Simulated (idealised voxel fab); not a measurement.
The process module presented herein is designated voxel wiring stack.
285 nm wide, 5 nm square cells: that's cross-section cut.
Cross-section layout: square cells on a grid; listed as bands, top to bottom; a band spans one or more cell rows. Look at the band entry: it leads with the top's height and the bottom's height in nm. Then it lists the materials left to right, with a width in nm for each. The word "throughout" on a single material says that material fills the band edge to edge. The word "blank" is empty space. A quick word on heights: they are counted from 0, and under that level the wafer as it came to us is one material throughout. The lowest band is different from the rest in having no bottom; it simply continues downward, written as in "0 down". So if you see something like "30->40" for the width, read it as the top row of the band sitting at the first number and the bottom row at the second, with every row in between moving by the same amount as the last. Reading "changes: none" for a step: not a cell of the cross-section changed in it. The entry "Sealed internal voids" lists the empty spaces that cover at least 8 cells and have no open path to the top. Each is written as width x height at distance, where the distance is measured from the left edge and all three values are in nm. If you see something after the settings on a step's line, that's the simulator's own remark about that step. "overlay nm" denotes, for a step that has a mask, the displacement of the mask to the right of its planned place, with negative values corresponding to the left.
-- Planned process steps
1: RECEIVE, material Si
2: CONFORMAL_DEP, material SiO2, thk nm 15
3: CONFORMAL_DEP, material SiN, thk nm 5
4: DIRECTIONAL_DEP, material SiO2, thk nm 20
5: PATTERN, tone open, mask id METAL_1, material resist, width nm 20, pitch nm 45, thk nm 20, overlay nm 0
6: DIRECTIONAL_ETCH, etch materials SiO2, depth nm 20
7: DIRECTIONAL_ETCH, etch materials SiN, depth nm 5
8: STRIP, etch materials resist
9: CONFORMAL_DEP, material TiN, thk nm 5
10: FILL_DEP, material Cu, thk nm 10
11: CMP, height nm 40
12: CONFORMAL_DEP, material SiCN, thk nm 5
13: DIRECTIONAL_DEP, material lowk, thk nm 15
14: DIRECTIONAL_DEP, material aC, thk nm 10
15: PATTERN, tone open, mask id PLUG_1, material resist, width nm 15, pitch nm 90, thk nm 30, overlay nm 0
16: DIRECTIONAL_ETCH, etch materials aC, depth nm 10
17: STRIP, etch materials resist
18: DIRECTIONAL_ETCH, etch materials lowk, depth nm 15
19: DIRECTIONAL_ETCH, etch materials SiCN, depth nm 5
20: STRIP, etch materials aC
21: CONFORMAL_DEP, material TiN, thk nm 5
22: FILL_DEP, material Ru, thk nm 5
23: CMP, height nm 60
24: CONFORMAL_DEP, material SiCN, thk nm 5
25: DIRECTIONAL_DEP, material lowk, thk nm 15
26: MASKED_ETCH, tone open, mask id METAL_2, width nm 20, pitch nm 45, etch materials lowk, depth nm 15, overlay nm 0
27: MASKED_ETCH, tone open, mask id METAL_2, width nm 20, pitch nm 45, etch materials SiCN, depth nm 5, overlay nm 0
28: CONFORMAL_DEP, material TiN, thk nm 5
29: FILL_DEP, material Cu, thk nm 5
30: CMP, height nm 80
31: EPI, material Ru, thk nm 5
32: FILL_DEP, material SiCN, thk nm 5
-- Cross-section of the wafer upon arrival, representing the state reached after step 1
* 0 down | Si throughout
* Sealed internal voids: none
-- End-of-module cross-section. Starting structure and process plan as above; one mistake made in running it
* 85 to 80 | blank: 80 / Ru: 30 / blank: 15 / Ru: 30 / blank: 15 / Ru: 30 / blank: 85
* 80 to 65 | lowk: 85 / TiN: 5 / Cu: 10 / TiN: 5 / lowk: 25 / TiN: 5 / Cu: 10 / TiN: 5 / lowk: 25 / TiN: 5 / Cu: 10 / TiN: 5 / lowk: 90
* 65 to 60 | SiCN: 85 / TiN: 20 / SiCN: 25 / TiN: 20 / SiCN: 25 / TiN: 20 / SiCN: 90
* 60 to 45 | lowk: 85 / TiN: 5 / Ru: 5 / TiN: 5 / lowk: 75 / TiN: 5 / Ru: 5 / TiN: 5 / lowk: 95
* 45 to 40 | SiCN: 85 / TiN: 15 / SiCN: 75 / TiN: 15 / SiCN: 95
* 40 to 20 | SiO2: 85 / TiN: 5 / Cu: 10 / TiN: 5 / SiO2: 25 / TiN: 5 / Cu: 10 / TiN: 5 / SiO2: 25 / TiN: 5 / Cu: 10 / TiN: 5 / SiO2: 90
* 20 to 15 | SiN: 85 / TiN: 20 / SiN: 25 / TiN: 20 / SiN: 25 / TiN: 20 / SiN: 90
* 15 to 0 | SiO2 throughout
* 0 down | Si throughout
* Sealed internal voids: none
Want to know what went wrong? step 32 in the plan did not get run; it was skipped
